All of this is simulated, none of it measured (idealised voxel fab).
process module | voxel local oxidation
In the cross-section labelled cut, the width is 275 nm and each square cell is 5 nm.
Just so we're on the same page, the cross-sections are grids of square cells, and they're listed out in bands top to bottom, each band one or more rows deep.
Band entry format. Leading values: height of top, height of bottom, nm. Remainder: materials in left-to-right order, each with its width in nm. Special words: "throughout" on a single material, which then fills the band edge to edge; "air", empty space.
For the purposes of this specification, 0 denotes the height below which the wafer in its as-received condition is composed wholly of one material, and the lowermost band, lacking a lower limit, extends downward without end, as expressed in "0 down".
The two numbers in a width such as "30->40" mark its ends across the band: the first belongs to the top row of cells, the second to the bottom row, and from each row to the next the width moves by the same amount.
Take "no alterations made" at face value: in the step it is given for, the cross-section changed in none of its cells.
The list in "Voids, enclosed" covers empty spaces of 8 cells or more that cannot reach the top through any open way, and it gives each as width x height at distance; the distance is from the left edge, and width, height and distance are in nm.
On each step's line, the part that comes after the settings is the simulator's own comment on the step.
overlay nm: for a step with a mask, the amount by which the mask lay right of where it was planned; a negative amount means left of it.
Process steps - plan:
| 1 | RECEIVE | material Si |
| 2 | CONFORMAL_DEP | material SiO2 | thk nm 5 |
| 3 | CONFORMAL_DEP | material SiN | thk nm 15 |
| 4 | PATTERN | tone cover | mask id ACTIVE | material resist | width nm 95 | pitch nm 130 | thk nm 20 | overlay nm 0 |
| 5 | DIRECTIONAL_ETCH | etch materials SiN | depth nm 15 |
| 6 | STRIP | etch materials resist |
| 7 | SELECTIVE_ETCH | etch materials SiO2 | depth nm 5 |
| 8 | OXIDIZE | depth nm 15 |
| 9 | STRIP | etch materials SiN |
Same starting wafers, different thk nm at step 2. Plan value belongs to the first wafer.
The first of several wafers as received, shown in cross-section; this is its state after step 1:
  0 down | Si throughout
  Voids, enclosed: none
Module end state after final step 9: cross-section of the first of several wafers:
  5 to 0 | air=30 / SiO2=85 / air=45 / SiO2=85 / air=30
  0 to -15 | SiO2=45 / Si=55 / SiO2=75 / Si=55 / SiO2=45
  -15 down | Si throughout
  Voids, enclosed: none
Last wafer, end of module, cross-section:
  20 to 15 | air=30 / SiO2=85 / air=45 / SiO2=85 / air=30
  15 to 0 | SiO2 throughout
  0 down | Si throughout
  Voids, enclosed: none
So in this table every wafer gets its own row, and what you see is where it stands at the end of the module: for each material, how many cells it picked up (+) or gave up (-) since we received it, and after that its closed voids:
thk nm 5 | -99 Si | +133 SiO2 | Voids, enclosed: none
thk nm 10 | +89 SiO2 | Voids, enclosed: none
thk nm 15 | +144 SiO2 | Voids, enclosed: none
thk nm 20 | +199 SiO2 | Voids, enclosed: none
